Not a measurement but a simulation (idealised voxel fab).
Presented below is a process module, voxel spacer lines.
The figure presents cross-section cut, which has a width of 240 nm and is divided into square cells with an edge length of 5 nm.
In what follows, cross-sections appear as grids of square cells, described through bands that run from the top down, where every band is one or more rows of cells. Heights first: top, then bottom, in nm. Then materials, left to right, each with a width in nm. "full width" on a single material: fills the band edge to edge. "empty": empty space. Heights are reckoned from 0. Under this level, the received wafer is all of one material. The bottommost band is open-ended downward, for example "z 0 and below". Top row gets the first number, bottom row gets the second, and each row in between changes by the same step: that is how a band width like "30->40" works. Reading "no alteration" for a step: not a cell of the cross-section changed in it. Listed in "Enclosed void listing": every empty space of 8 or more cells without an open way to the top. Form: width x height at distance, the distance being from the left edge, all in nm. If you see something after the settings on a step's line, that's the simulator's own remark about that step. overlay nm: on a step with a mask, how far right of its planned place the mask lay; negative means left.
Process steps foreseen in the plan:
1 op RECEIVE | material Si
2 op CONFORMAL_DEP | material Al2O3 | thk nm 5
3 op DIRECTIONAL_DEP | material SiN | thk nm 15
4 op DIRECTIONAL_DEP | material aC | thk nm 30
5 op PATTERN | tone cover | mask id MANDREL | material resist | width nm 15 | pitch nm 60 | thk nm 40 | overlay nm 0
6 op DIRECTIONAL_ETCH | etch materials aC | depth nm 30
7 op STRIP | etch materials resist
8 op CONFORMAL_DEP | material SiO2 | thk nm 15
9 op DIRECTIONAL_ETCH | etch materials SiO2 | depth nm 15
10 op STRIP | etch materials aC
11 op DIRECTIONAL_ETCH | etch materials SiN | depth nm 15
12 op STRIP | etch materials SiO2
as received, after step 1:
z 0 and below  Si full width
Enclosed void listing: none
End-of-module XS, first of two wafers, run as planned:
z 20 to 5  empty 35 nm | SiN 15 nm | empty 15 nm | SiN 15 nm | empty 15 nm | SiN 15 nm | empty 15 nm | SiN 15 nm | empty 15 nm | SiN 15 nm | empty 15 nm | SiN 15 nm | empty 40 nm
z 5 to 0  Al2O3 full width
z 0 and below  Si full width
Enclosed void listing: none
Second wafer through the module, sectioned at the end: same beginning and same plan as the first wafer, with one mistake in carrying it out:
z 15 to 0  empty 35 nm | SiN 15 nm | empty 15 nm | SiN 15 nm | empty 15 nm | SiN 15 nm | empty 15 nm | SiN 15 nm | empty 15 nm | SiN 15 nm | empty 15 nm | SiN 15 nm | empty 40 nm
z 0 and below  Si full width
Enclosed void listing: none
Run error: step 2 in the plan did not get run; it was skipped
It is noted that, at the conclusion of processing, the second wafer exhibits a higher or lower cell count for certain materials relative to the first: -48 Al2O3
